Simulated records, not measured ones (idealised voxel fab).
Process module under the name voxel gate over fins
The width of the displayed cross-section, cut, is 290 nm; its cells are square, with a size of 5 nm.
Cross-section = grid of square cells, listed top down in bands; band = one or more rows. Within each band entry, the heights of the top and of the bottom of the band appear first, in that order and in nm; the materials of the band then follow from left to right, each with its corresponding width in nm. The designation "full width" on a single material indicates that it fills the band from edge to edge; the designation "air" indicates empty space. For the purposes of this specification, 0 denotes the height below which the wafer in its as-received condition is composed wholly of one material, and the lowermost band, lacking a lower limit, extends downward without end, as expressed in "0 and below". A two-number width, for instance "30 to 40", indicates that the width is equal to the first number in the top row of the band and to the second number in the bottom row, and that it changes by a constant amount per row of cells. "same as before" for a step: no cell of the cross-section changed in that step. "Closed void list" contains a list of empty spaces, each no smaller than 8 cells and without an open way to the top, written in the form width x height at distance with the distance from the left edge and all three in nm. If you see something after the settings on a step's line, that's the simulator's own remark about that step. The setting "overlay nm" may be written on the line of a step. When the step uses a mask, the value reports how far to the right of the planned place the mask lay, and a negative value reports that it lay to the left.
STEPS PLANNED FOR THE PROCESS
- 1: RECEIVE (material Si)
- 2: CONFORMAL_DEP (material SiN; thk nm 10)
- 3: PATTERN (tone cover; mask id FINS; material resist; width nm 15; pitch nm 35; thk nm 20; overlay nm 0)
- 4: DIRECTIONAL_ETCH (etch materials SiN; depth nm 10)
- 5: DIRECTIONAL_ETCH (etch materials Si; depth nm 35)
- 6: STRIP (etch materials resist)
- 7: OXIDIZE (depth nm 5)
- 8: FILL_DEP (material SiO2; thk nm 10)
- 9: CMP (height nm 10)
- 10: SELECTIVE_ETCH (etch materials SiO2; depth nm 25)
- 11: STRIP (etch materials SiN)
- 12: CONFORMAL_DEP (material HfO2; thk nm 5)
- 13: CONFORMAL_DEP (material TiN; thk nm 5)
- 14: FILL_DEP (material W; thk nm 10)
- 15: CMP (height nm 15)
- 16: CONFORMAL_DEP (material SiCN; thk nm 10)
SO THIS IS THE INCOMING WAFER IN CROSS-SECTION - IT'S ALREADY BEEN THROUGH STEP 1
- 0 and below | Si full width
- Closed void list: none
CROSS-SECTIONAL VIEW OF THE FIRST OF THE TWO WAFERS UPON COMPLETION OF THE MODULE, PROCESSED IN ACCORDANCE WITH THE PLAN
- 25 down to 15 | SiCN full width
- 15 down to 10 | W full width
- 10 down to 5 | W 115; TiN 25; W 10; TiN 25; W 115
- 5 down to 0 | W 115; TiN 5; HfO2 15; TiN 5; W 10; TiN 5; HfO2 15; TiN 5; W 115
- 0 down to -5 | W 115; TiN 5; HfO2 5; Si 5; HfO2 5; TiN 5; W 10; TiN 5; HfO2 5; Si 5; HfO2 5; TiN 5; W 115
- -5 down to -10 | TiN 120; HfO2 5; Si 5; HfO2 5; TiN 20; HfO2 5; Si 5; HfO2 5; TiN 120
- -10 down to -15 | HfO2 125; Si 5; HfO2 30; Si 5; HfO2 125
- -15 down to -40 | SiO2 125; Si 5; SiO2 30; Si 5; SiO2 125
- -40 and below | Si full width
- Closed void list: none
PRESENTED HERE IS A CROSS-SECTION OF THE SECOND OF THE TWO WAFERS AS IT STOOD AT THE END OF THE MODULE. IT WAS STARTED IN THE SAME MANNER AND ASSIGNED THE SAME PLAN AS THE FIRST WAFER; HOWEVER, ONE MISTAKE WAS MADE IN ITS EXECUTION
- 25 down to 15 | SiCN full width
- 15 down to 10 | W full width
- 10 down to 5 | W 115; SiO2 25; W 10; SiO2 25; W 115
- 5 down to 0 | W 115; SiO2 5; HfO2 15; SiO2 5; W 10; SiO2 5; HfO2 15; SiO2 5; W 115
- 0 down to -5 | W 115; SiO2 5; HfO2 5; Si 5; HfO2 5; SiO2 5; W 10; SiO2 5; HfO2 5; Si 5; HfO2 5; SiO2 5; W 115
- -5 down to -10 | SiO2 120; HfO2 5; Si 5; HfO2 5; SiO2 20; HfO2 5; Si 5; HfO2 5; SiO2 120
- -10 down to -15 | HfO2 125; Si 5; HfO2 30; Si 5; HfO2 125
- -15 down to -40 | SiO2 125; Si 5; SiO2 30; Si 5; SiO2 125
- -40 and below | Si full width
- Closed void list: none
Deviation noted in wafer processing: step 13 did not happen as planned, as run it was CONFORMAL_DEP (material SiO2; thk nm 5)
The closing comparison, in cells, has the second wafer with more or fewer of some materials than the first: 70 more of SiO2 | 70 fewer of TiN
